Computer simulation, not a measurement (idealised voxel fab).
process module | voxel lift off
cross-section cut | 295 nm wide | cells 5 nm
A cross-section is a grid of square cells, given in bands from the top down. A band is one or more rows of cells.
Each band's line starts with the height of the band's top and of its bottom, in nm. Then come its materials from left to right, each with its width in nm. One material with "throughout" fills the band from edge to edge. "air" is empty space.
Height 0 is the level under which the wafer as received is all one material. The lowest band goes on downwards, as in "0 down".
A width such as "30 to 40" changes by the same amount from each row of cells to the next, from the band's top row to its bottom row.
"no change" after a step means that no cell of the cross-section changed.
closed voids: empty space of 8 cells or more with no open way to the top, each as width x height at its distance from the left edge, in nm
after a step's settings: what the simulator itself notes on the step
overlay nm, on a step with a mask: how far to the right of its planned place the mask lay; to the left if negative
plan
1 op RECEIVE | material Si
2 op CONFORMAL_DEP | material SiN | thk nm 5
3 op PATTERN | tone open | mask id LINES | material resist | width nm 25 | pitch nm 55 | thk nm 30 | overlay nm -15
4 op DIRECTIONAL_DEP | material Ru | thk nm 15
5 op STRIP | etch materials resist
6 op CONFORMAL_DEP | material SiN | thk nm 10
varied across the wafers: overlay nm of step 3. The plan shows the first wafer's value. All wafers start alike
first wafer as received, after step 1
  0 down: Si throughout
  closed voids: none
each wafer at the end: cells of each material gained (+) or lost (-) since it was received, then its closed voids
overlay nm -15 | +60 Ru | +225 SiN | closed voids: none
overlay nm -10 | +60 Ru | +225 SiN | closed voids: none
overlay nm -5 | +60 Ru | +225 SiN | closed voids: none
overlay nm 0 | +60 Ru | +225 SiN | closed voids: none
overlay nm 5 | +60 Ru | +225 SiN | closed voids: none
overlay nm 10 | +60 Ru | +225 SiN | closed voids: none
overlay nm 15 | +60 Ru | +225 SiN | closed voids: none
